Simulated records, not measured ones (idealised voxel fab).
The process module that follows is named voxel released beams.
Section shown: cut. Width: 295 nm. Cell size: 5 nm, square.
Square cells in a grid make up a cross-section in this document, and the grid is given as bands, listed from the top down, each one or more rows of cells.
A band entry consists of two parts. The first gives the height of the band's top and the height of its bottom, in nm. The rest lists the band's materials from left to right, each with its width in nm. A single material labelled with the word "edge to edge" fills the band from edge to edge, and the word "empty" marks empty space.
For the purposes of this specification, 0 denotes the height below which the wafer in its as-received condition is composed wholly of one material, and the lowermost band, lacking a lower limit, extends downward without end, as expressed in "0 nm and below".
The expression "30..40" gives the width at the extremes of the band, the first number at its top row of cells and the second at its bottom row, with the width changing by equal amounts from each row to the next in between.
Basically "no change occurred" means that step didn't change any cell in the cross-section.
Listed in "Closed void list": every empty space of 8 or more cells without an open way to the top. Form: width x height at distance, the distance being from the left edge, all in nm.
The remark found on a step's line after its settings is issued by the simulator itself and pertains to that step.
overlay nm: right-of-plan distance of the mask on a masked step; negative values mean left-of-plan.

So here's the lineup of process steps we planned
1: RECEIVE, material Si
2: CONFORMAL_DEP, material SiN, thk nm 5
3: DIRECTIONAL_DEP, material SiO2, thk nm 10
4: MASKED_ETCH, tone open, mask id ANCHOR, width nm 45, etch materials SiO2, depth nm 10, overlay nm 0
5: CONFORMAL_DEP, material TiN, thk nm 15
6: PATTERN, tone cover, mask id BEAM, material resist, width nm 105, thk nm 15, overlay nm 0
7: DIRECTIONAL_ETCH, etch materials TiN, depth nm 15
8: STRIP, etch materials resist
9: STRIP, etch materials SiO2

So, the first of our two wafers, run just as we planned it

As-received state of the wafer in cross-section, equivalent to post-step 1
0 nm and below  Si edge to edge
Closed void list: none

How the wafer stands in section after step 2
5 nm to 0 nm  SiN edge to edge
Rest of section, below 0: as before.

How the wafer stands in section after step 3
15 nm to 5 nm  SiO2 edge to edge
Rest of section, below 5: as before.

How the wafer stands in section after step 4
15 nm to 5 nm  95 SiO2; 45 empty; 155 SiO2
Rest of section, below 5: as before.

How the wafer stands in section after step 5
30 nm to 20 nm  110 TiN; 15 empty; 170 TiN
20 nm to 15 nm  TiN edge to edge
15 nm to 5 nm  95 SiO2; 45 TiN; 155 SiO2
Rest of section, below 5: as before.

How the wafer stands in section after step 6
45 nm to 30 nm  90 empty; 105 resist; 100 empty
30 nm to 20 nm  110 TiN; 15 resist; 170 TiN
Rest of section, below 20: as before.

How the wafer stands in section after step 7
45 nm to 30 nm  90 empty; 105 resist; 100 empty
30 nm to 20 nm  90 empty; 20 TiN; 15 resist; 70 TiN; 100 empty
20 nm to 15 nm  90 empty; 105 TiN; 100 empty
Rest of section, below 15: as before.

How the wafer stands in section after step 8
30 nm to 20 nm  90 empty; 20 TiN; 15 empty; 70 TiN; 100 empty
Rest of section, below 20: as before.

How the wafer stands in section after step 9
30 nm to 20 nm  90 empty; 20 TiN; 15 empty; 70 TiN; 100 empty
20 nm to 15 nm  90 empty; 105 TiN; 100 empty
15 nm to 5 nm  95 empty; 45 TiN; 155 empty
Rest of section, below 5: as before.

What follows concerns the second wafer, which started out like the first and was meant to follow the very same plan; one mistake crept in when it was run, but everything up to and including step 4 is the same as for the first wafer

Second wafer: cross-section at the scheduled end of step 5
45 nm to 15 nm  TiN edge to edge
15 nm to 5 nm  95 SiO2; 45 TiN; 155 SiO2
Rest of section, below 5: as before.

Second wafer: cross-section at the scheduled end of step 6
60 nm to 45 nm  90 empty; 105 resist; 100 empty
Rest of section, below 45: as before.

Second wafer: cross-section at the scheduled end of step 7
60 nm to 45 nm  90 empty; 105 resist; 100 empty
45 nm to 30 nm  90 empty; 105 TiN; 100 empty
Rest of section, below 30: as before.

Second wafer: cross-section at the scheduled end of step 8
45 nm to 30 nm  90 empty; 105 TiN; 100 empty
Rest of section, below 30: as before.

Second wafer: cross-section at the scheduled end of step 9: no change occurred
What was done differently from what was planned? in the plan, step 5 was performed twice
Looking at both finished wafers in cells, the second ends up ahead of or behind the first on some materials: SiO2 +100, TiN +183
